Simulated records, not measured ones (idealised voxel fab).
Process module under the name voxel spacer lines
For reference, the cross-section in this document is cut, with width 200 nm and square cells of 5 nm.
Cross-section format: a grid of square cells, given as bands from top to bottom; each band is one or more rows of cells.
It is stipulated that each band's entry specify, in nanometres, the height of the top of the band and then that of its bottom, followed by the materials of the band in left-to-right sequence, each together with its width in nanometres. A single material marked by the word "edge to edge" is understood to fill the band from edge to edge; the word "empty" is understood to denote empty space.
Measure heights from 0. That's the level where, below it, the as-received wafer is all one material. The lowest band is bottomless and extends downward; write it as in "0 and below".
The notation "30->40" denotes a width that varies across the rows of cells in the band, beginning at the first number in the top row, finishing at the second number in the bottom row, and changing by an identical amount from each row to the next.
Basically "remained the same" means that step didn't change any cell in the cross-section.
Listed in "Encapsulated voids": every empty space of 8 or more cells without an open way to the top. Form: width x height at distance, the distance being from the left edge, all in nm.
What comes after the settings on a step's line is commentary from the simulator itself on that step.
Regarding "overlay nm": on a step with a mask, it is the distance the mask lay to the right of its planned place; a negative value places it to the left.

These are the steps we planned for the process
- 1: RECEIVE, material Si
- 2: CONFORMAL_DEP, material Al2O3, thk nm 10
- 3: DIRECTIONAL_DEP, material TiN, thk nm 15
- 4: DIRECTIONAL_DEP, material aC, thk nm 20
- 5: PATTERN, tone cover, mask id MANDREL, material resist, width nm 25, pitch nm 70, thk nm 25, overlay nm 0
- 6: DIRECTIONAL_ETCH, etch materials aC, depth nm 20
- 7: STRIP, etch materials resist
- 8: CONFORMAL_DEP, material SiO2, thk nm 10
- 9: DIRECTIONAL_ETCH, etch materials SiO2, depth nm 10
- 10: STRIP, etch materials aC
- 11: DIRECTIONAL_ETCH, etch materials TiN, depth nm 15
- 12: STRIP, etch materials SiO2

Cross-section: wafer on arrival = after step 1
> 0 and below = Si edge to edge
> Encapsulated voids: none

Look at the cross-section after the module: the wafer started out the way shown above and the plan was the one shown above, yet one mistake was made along the way
> 25 down to 10 = 10 empty; 10 TiN; 25 empty; 10 TiN; 25 empty; 10 TiN; 25 empty; 10 TiN; 25 empty; 10 TiN; 25 empty; 10 TiN; 5 empty
> 10 down to 0 = Al2O3 edge to edge
> 0 and below = Si edge to edge
> Encapsulated voids: none
Nonconformance to the process plan: step 5 did not use the planned setting and instead ran as PATTERN, tone cover, mask id MANDREL, material resist, width nm 25, pitch nm 70, thk nm 25, overlay nm 5
